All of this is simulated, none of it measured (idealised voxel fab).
This section sets out a process module, namely voxel air gaps.
Each square cell in cross-section cut measures 5 nm, and the section as a whole is 185 nm wide.
We lay out every cross-section as a grid of square cells and spell it out in bands from the top down, where one band means one or more rows of cells. The band entry comprises the height of the band's top followed by the height of its bottom, expressed in nm, and subsequently the band's materials from left to right, each stated together with its width in nm. Where a single material is marked with the word "edge to edge", that material fills the band from edge to edge. The word "air" represents empty space. Heads up on the height convention: 0 is the point under which the incoming wafer is all one material, and the lowest band has no bottom, it just keeps going down, like "top 0, no bottom". So if you see something like "30 to 40" for the width, read it as the top row of the band sitting at the first number and the bottom row at the second, with every row in between moving by the same amount as the last. Step note "everything unchanged" = no cross-section cell changed. Under "Enclosed empty spaces" you'll find the enclosed gaps, the ones with no way out to the top, that are 8 cells or bigger; each reads width x height at distance, with distance counted from the left edge, everything in nm. The remark found on a step's line after its settings is issued by the simulator itself and pertains to that step. A step line may carry the setting "overlay nm", which, for steps involving a mask, states the distance by which the mask lay to the right of its intended position; negative values denote displacement to the left.
**Process steps foreseen in the plan**
1,RECEIVE,material Si
2,CONFORMAL_DEP,material SiO2,thk nm 10
3,CONFORMAL_DEP,material SiCN,thk nm 5
4,DIRECTIONAL_DEP,material SiO2,thk nm 30
5,PATTERN,tone open,mask id LINES,material resist,width nm 20,pitch nm 50,thk nm 20,overlay nm -15
6,DIRECTIONAL_ETCH,etch materials SiO2,depth nm 30
7,STRIP,etch materials resist
8,CONFORMAL_DEP,material TiN,thk nm 5
9,FILL_DEP,material Cu,thk nm 5
10,CMP,height nm 45
11,EPI,material Ru,thk nm 10
12,SELECTIVE_ETCH,etch materials SiO2,depth nm 40
13,CONFORMAL_DEP,material SiCN,thk nm 5
Same starting wafers, different overlay nm at step 5. Plan value belongs to the first wafer.
**Cross-section of the first of several wafers on receipt, reflecting completion of step 1**
> top 0, no bottom: Si edge to edge
> Enclosed empty spaces: none
**End of module, by wafer: material-by-material cell gain (+) or loss (-) since receipt, then closed voids**
overlay nm -15; +30 Cu; +48 Ru; +146 SiCN; +74 SiO2; +42 TiN; Enclosed empty spaces: 10 x 20 at 0; 20 x 20 at 40; 20 x 20 at 90
overlay nm -10; +30 Cu; +48 Ru; +146 SiCN; +74 SiO2; +42 TiN; Enclosed empty spaces: 20 x 20 at 45; 20 x 20 at 95
overlay nm -5; +30 Cu; +48 Ru; +146 SiCN; +74 SiO2; +42 TiN; Enclosed empty spaces: 20 x 20 at 50; 20 x 20 at 100
overlay nm 0; +30 Cu; +48 Ru; +146 SiCN; +74 SiO2; +42 TiN; Enclosed empty spaces: 20 x 20 at 55; 20 x 20 at 105
overlay nm 5; +30 Cu; +48 Ru; +146 SiCN; +74 SiO2; +42 TiN; Enclosed empty spaces: 20 x 20 at 60; 20 x 20 at 110
overlay nm 10; +30 Cu; +48 Ru; +146 SiCN; +74 SiO2; +42 TiN; Enclosed empty spaces: 20 x 20 at 65; 20 x 20 at 115
overlay nm 15; +30 Cu; +48 Ru; +146 SiCN; +74 SiO2; +42 TiN; Enclosed empty spaces: 20 x 20 at 70; 20 x 20 at 120
